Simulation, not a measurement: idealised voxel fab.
voxel fin reveal: a process module
cross-section cut | 285 nm wide | cells 5 nm
Just so we're on the same page, the cross-sections are grids of square cells, and they're listed out in bands top to bottom, each band one or more rows deep. Top, bottom (nm), then materials left to right with widths (nm); lone material tagged "everywhere" fills the whole band edge to edge; "air" = empty space. The reference from which all heights are counted is 0, the level beneath which the as-received wafer is entirely one material; the lowest band, having no lower bound, proceeds downward and is written after the example "z 0 and below". Quick explanation for "30 to 40": the width changes in equal steps down the rows of cells, from the first number in the band's top row to the second number in its bottom row. A step reported as "nothing was modified" is a step in which no cell of the cross-section changed. Listed in "Fully sealed cavities": every empty space of 8 or more cells without an open way to the top. Form: width x height at distance, the distance being from the left edge, all in nm. What comes after the settings on a step's line is commentary from the simulator itself on that step. The "overlay nm" setting may appear on a step's line; for a step that uses a mask, it gives how far to the right of its planned position the mask lay, and a negative value indicates the left.
### The process steps that were planned are listed below
step 1: RECEIVE [material Si]
step 2: CONFORMAL_DEP [material SiN] [thk nm 10]
step 3: DIRECTIONAL_DEP [material aC] [thk nm 15]
step 4: PATTERN [tone cover] [mask id FINS] [material resist] [width nm 15] [pitch nm 40] [thk nm 30] [overlay nm 0]
step 5: DIRECTIONAL_ETCH [etch materials aC] [depth nm 15]
step 6: STRIP [etch materials resist]
step 7: DIRECTIONAL_ETCH [etch materials SiN] [depth nm 10]
step 8: DIRECTIONAL_ETCH [etch materials Si] [depth nm 35]
step 9: STRIP [etch materials aC]
step 10: FILL_DEP [material SiO2] [thk nm 10]
step 11: CMP [height nm 10]
step 12: SELECTIVE_ETCH [etch materials SiO2] [depth nm 20]
step 13: STRIP [etch materials SiN]
step 14: CONFORMAL_DEP [material HfO2] [thk nm 5]
### This is the cross-section of the wafer as we received it, i.e. after step 1
  z 0 and below: Si everywhere
  Fully sealed cavities: none
### Module complete, cross-section. Starting point and plan per above. One mistake made in running the module
  z 5 to 0: air=90 / SiN=25 / air=15 / SiN=25 / air=15 / SiN=25 / air=90
  z 0 to -5: air=90 / SiN=5 / Si=15 / SiN=5 / air=15 / SiN=5 / Si=15 / SiN=5 / air=15 / SiN=5 / Si=15 / SiN=5 / air=90
  z -5 to -10: SiN=95 / Si=15 / SiN=25 / Si=15 / SiN=25 / Si=15 / SiN=95
  z -10 to -35: SiO2=95 / Si=15 / SiO2=25 / Si=15 / SiO2=25 / Si=15 / SiO2=95
  z -35 and below: Si everywhere
  Fully sealed cavities: none
In executing the process, a mistake was made relative to the plan: planned and actual differ for step 14; actual: CONFORMAL_DEP [material SiN] [thk nm 5]
